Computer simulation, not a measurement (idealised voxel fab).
This section sets out a process module, namely voxel self aligned contacts.
Cross-sectional view cut (width: 260 nm; square cell size: 5 nm).
Throughout this document, each cross-section is represented as a grid of square cells and is presented as a sequence of bands enumerated from the top downward, where a band comprises one or more rows of cells. First you get the band's top height and its bottom height, in nm, and then the materials it's made of, left to right, with each width in nm. If you see a single material with "everywhere", that one covers the band edge to edge. "blank" is empty space. Beneath 0, the wafer as received is one material, and that level is where height counting begins. The lowest band goes on downward without a bottom; it is written like "top 0, no bottom". The notation "30 to 40" denotes a width that varies across the rows of cells in the band, beginning at the first number in the top row, finishing at the second number in the bottom row, and changing by an identical amount from each row to the next. Key: "nothing got changed" - step with no changed cell in the cross-section. Look at "Unvented internal voids" for the closed voids: empty spaces with no open path to the top, sized 8 cells or up. Each is width x height at distance, distance from the left edge, all nm. It should be noted that, on the line of a given step, the content following the step's settings is a remark produced by the simulator itself with respect to that step. overlay nm: mask right of planned place by this much (step with mask). Neg. = left.

**Steps in the process plan**
1 RECEIVE [material Si]
2 CONFORMAL_DEP [material SiO2] [thk nm 5]
3 DIRECTIONAL_DEP [material polySi] [thk nm 30]
4 DIRECTIONAL_DEP [material SiN] [thk nm 20]
5 DIRECTIONAL_DEP [material aC] [thk nm 15]
6 PATTERN [tone cover] [mask id GATE] [material resist] [width nm 25] [pitch nm 55] [thk nm 35] [overlay nm 0]
7 DIRECTIONAL_ETCH [etch materials aC] [depth nm 15]
8 STRIP [etch materials resist]
9 DIRECTIONAL_ETCH [etch materials SiN] [depth nm 20]
10 DIRECTIONAL_ETCH [etch materials polySi] [depth nm 30]
11 STRIP [etch materials aC]
12 CONFORMAL_DEP [material SiN] [thk nm 5]
13 DIRECTIONAL_ETCH [etch materials SiN] [depth nm 5]
14 FILL_DEP [material SiO2] [thk nm 20]
15 CMP [height nm 65]
16 DIRECTIONAL_DEP [material aC] [thk nm 10]
17 PATTERN [tone open] [mask id CONTACT] [material resist] [width nm 40] [thk nm 25] [overlay nm 0]
18 DIRECTIONAL_ETCH [etch materials aC] [depth nm 10]
19 STRIP [etch materials resist]
20 DIRECTIONAL_ETCH [etch materials SiO2] [depth nm 65]
21 STRIP [etch materials aC]
22 CONFORMAL_DEP [material TiN] [thk nm 5]
23 FILL_DEP [material W] [thk nm 5]
24 CMP [height nm 65]
25 CONFORMAL_DEP [material SiCN] [thk nm 5]

**Wafer cross-section on receipt, i.e. after step 1**
> top 0, no bottom: Si everywhere
> Unvented internal voids: none

**Post-module cross-section: identical start and plan to those above, one misstep in execution**
> top 70, bottom 65: SiCN everywhere
> top 65, bottom 55: 110 SiO2, 5 to 15 TiN, 30 to 10 W, 5 to 15 TiN, 110 SiO2
> top 55, bottom 35: 85 SiO2, 35 SiN, 5 TiN, 10 W, 5 TiN, 35 SiN, 85 SiO2
> top 35, bottom 30: 120 SiO2, 20 TiN, 120 SiO2
> top 30, bottom 0: polySi everywhere
> top 0, no bottom: Si everywhere
> Unvented internal voids: none
Plan not followed: steps 2 and 3 run out of order (swapped)
